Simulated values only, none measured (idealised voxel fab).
Name of the process module below: voxel self aligned contacts
The width of the displayed cross-section, cut, is 215 nm; its cells are square, with a size of 5 nm.
The cross-sections in this document take the form of a grid made of square cells. They are written out as bands, in order from top to bottom. Each band consists of one or more rows of cells.
Heights first: top, then bottom, in nm. Then materials, left to right, each with a width in nm. "full width" on a single material: fills the band edge to edge. "blank": empty space.
Convention: height 0 is the level below which the wafer, as received, is all one material. The lowest band does not terminate at the bottom but continues downward, represented as "0 and below".
You'd read "30..40" like this: the band's top row of cells is as wide as the first number, its bottom row is as wide as the second, and going down, every row changes width by the same amount as the row before did.
"all unchanged" -> step changed no cross-section cell.
Listed in "Entrapped void list": every empty space of 8 or more cells without an open way to the top. Form: width x height at distance, the distance being from the left edge, all in nm.
after a step's settings: what the simulator itself notes on the step
A step line may carry the setting "overlay nm", which, for steps involving a mask, states the distance by which the mask lay to the right of its intended position; negative values denote displacement to the left.

### plan
1,RECEIVE with material Si
2,OXIDIZE with depth nm 5
3,DIRECTIONAL_DEP with material polySi, thk nm 20
4,DIRECTIONAL_DEP with material SiN, thk nm 15
5,DIRECTIONAL_DEP with material aC, thk nm 15
6,PATTERN with tone cover, mask id GATE, material resist, width nm 30, pitch nm 65, thk nm 30, overlay nm 0
7,DIRECTIONAL_ETCH with etch materials aC, depth nm 15
8,STRIP with etch materials resist
9,DIRECTIONAL_ETCH with etch materials SiN, depth nm 15
10,DIRECTIONAL_ETCH with etch materials polySi, depth nm 20
11,STRIP with etch materials aC
12,CONFORMAL_DEP with material SiN, thk nm 5
13,DIRECTIONAL_ETCH with etch materials SiN, depth nm 5
14,FILL_DEP with material SiO2, thk nm 15
15,CMP with height nm 45
16,DIRECTIONAL_DEP with material aC, thk nm 10
17,PATTERN with tone open, mask id CONTACT, material resist, width nm 45, pitch nm 65, thk nm 25, overlay nm 0
18,DIRECTIONAL_ETCH with etch materials aC, depth nm 10
19,STRIP with etch materials resist
20,DIRECTIONAL_ETCH with etch materials SiO2, depth nm 50
21,STRIP with etch materials aC
22,CONFORMAL_DEP with material TiN, thk nm 5
23,FILL_DEP with material W, thk nm 5
24,CMP with height nm 45
25,CONFORMAL_DEP with material SiN, thk nm 5

### As-received wafer cross-section (after step 1)
> 0 and below = Si full width
> Entrapped void list: none

### The first of two wafers, cross-sectioned at the end of the module, with the run proceeding as planned
> 50 down to 45 = SiN full width
> 45 down to 35 = SiO2: 50, then TiN: 5..15, then W: 35..15, then TiN: 5..15, then SiO2: 20, then TiN: 5..15, then W: 35..15, then TiN: 5..15, then SiO2: 55
> 35 down to 20 = SiO2: 20, then SiN: 40, then TiN: 5, then W: 15, then TiN: 5, then SiN: 40, then TiN: 5, then W: 15, then TiN: 5, then SiN: 40, then SiO2: 25
> 20 down to 0 = SiO2: 20, then SiN: 5, then polySi: 30, then SiN: 5, then TiN: 5, then W: 15, then TiN: 5, then SiN: 5, then polySi: 30, then SiN: 5, then TiN: 5, then W: 15, then TiN: 5, then SiN: 5, then polySi: 30, then SiN: 5, then SiO2: 25
> 0 down to -5 = SiO2: 60, then TiN: 25, then SiO2: 40, then TiN: 25, then SiO2: 65
> -5 and below = Si full width
> Entrapped void list: none

### Cross-sectional view of the second of two wafers upon completion of the module. This wafer shared its starting condition and process plan with the first; one error was made during its execution
> 50 down to 45 = SiN full width
> 45 down to 35 = SiO2: 50, then TiN: 5, then W: 35, then TiN: 5, then SiO2: 20, then TiN: 5, then W: 35, then TiN: 5, then SiO2: 55
> 35 down to 30 = SiO2: 50, then TiN: 15, then W: 15, then TiN: 15, then SiO2: 20, then TiN: 15, then W: 15, then TiN: 15, then SiO2: 55
> 30 down to 15 = SiO2: 20, then SiN: 40, then TiN: 5, then W: 15, then TiN: 5, then SiN: 40, then TiN: 5, then W: 15, then TiN: 5, then SiN: 40, then SiO2: 25
> 15 down to 0 = SiO2: 20, then SiN: 5, then polySi: 30, then SiN: 5, then TiN: 5, then W: 15, then TiN: 5, then SiN: 5, then polySi: 30, then SiN: 5, then TiN: 5, then W: 15, then TiN: 5, then SiN: 5, then polySi: 30, then SiN: 5, then SiO2: 25
> 0 down to -5 = SiO2: 60, then TiN: 25, then SiO2: 40, then TiN: 25, then SiO2: 65
> -5 and below = Si full width
> Entrapped void list: none
Against the plan, the run slipped here: step 3 was processed under conditions differing from the plan, specifically as DIRECTIONAL_DEP with material polySi, thk nm 15
Wafer comparison, final, in cells, second relative to first, materials more or fewer: SiN: 6 fewer, SiO2: 16 more, W: 8 more, polySi: 18 fewer
